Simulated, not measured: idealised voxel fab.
process module | voxel ribs on slabs
cross-section cut | 190 nm wide | cells 5 nm
A cross-section is a grid of square cells, given in bands from the top down. A band is one or more rows of cells.
Each band's line starts with the height of the band's top and of its bottom, in nm. Then come its materials from left to right, each with its width in nm. One material with "throughout" fills the band from edge to edge. "air" is empty space.
Height 0 is the level under which the wafer as received is all one material. The lowest band goes on downwards, as in "0 down".
A width such as "30 to 40" changes by the same amount from each row of cells to the next, from the band's top row to its bottom row.
"no change" after a step means that no cell of the cross-section changed.
closed voids: empty space of 8 cells or more with no open way to the top, each as width x height at its distance from the left edge, in nm
after a step's settings: what the simulator itself notes on the step
overlay nm, on a step with a mask: how far to the right of its planned place the mask lay; to the left if negative
plan
1 op RECEIVE | material Si
2 op DIRECTIONAL_DEP | material SiO2 | thk nm 20
3 op DIRECTIONAL_DEP | material SiN | thk nm 20
4 op DIRECTIONAL_DEP | material aC | thk nm 15
5 op PATTERN | tone cover | mask id RIB | material resist | width nm 20 | thk nm 30 | overlay nm 0
6 op DIRECTIONAL_ETCH | etch materials aC | depth nm 15
7 op STRIP | etch materials resist
8 op DIRECTIONAL_ETCH | etch materials SiN | depth nm 10
9 op STRIP | etch materials aC
10 op PATTERN | tone cover | mask id SLAB | material resist | width nm 60 | thk nm 15 | overlay nm 0
11 op DIRECTIONAL_ETCH | etch materials SiN | depth nm 10
12 op STRIP | etch materials resist
13 op FILL_DEP | material SiO2 | thk nm 30
14 op CMP | height nm 60
15 op DIRECTIONAL_DEP | material W | thk nm 5
16 op DIRECTIONAL_DEP | material aC | thk nm 15
17 op PATTERN | tone cover | mask id HEATER | material resist | width nm 30 | thk nm 30 | overlay nm 0
18 op DIRECTIONAL_ETCH | etch materials aC | depth nm 15
19 op STRIP | etch materials resist
20 op DIRECTIONAL_ETCH | etch materials W | depth nm 5
21 op STRIP | etch materials aC
22 op CONFORMAL_DEP | material SiN | thk nm 5
varied across the wafers: width nm of step 10. The plan shows the first wafer's value. All wafers start alike
first wafer as received, after step 1
  0 down: Si throughout
  closed voids: none
each wafer at the end: cells of each material gained (+) or lost (-) since it was received, then its closed voids
width nm 60 | +72 SiN | +424 SiO2 | +6 W | closed voids: none
width nm 65 | +74 SiN | +422 SiO2 | +6 W | closed voids: none
width nm 70 | +76 SiN | +420 SiO2 | +6 W | closed voids: none
width nm 75 | +78 SiN | +418 SiO2 | +6 W | closed voids: none
width nm 80 | +80 SiN | +416 SiO2 | +6 W | closed voids: none
width nm 85 | +82 SiN | +414 SiO2 | +6 W | closed voids: none
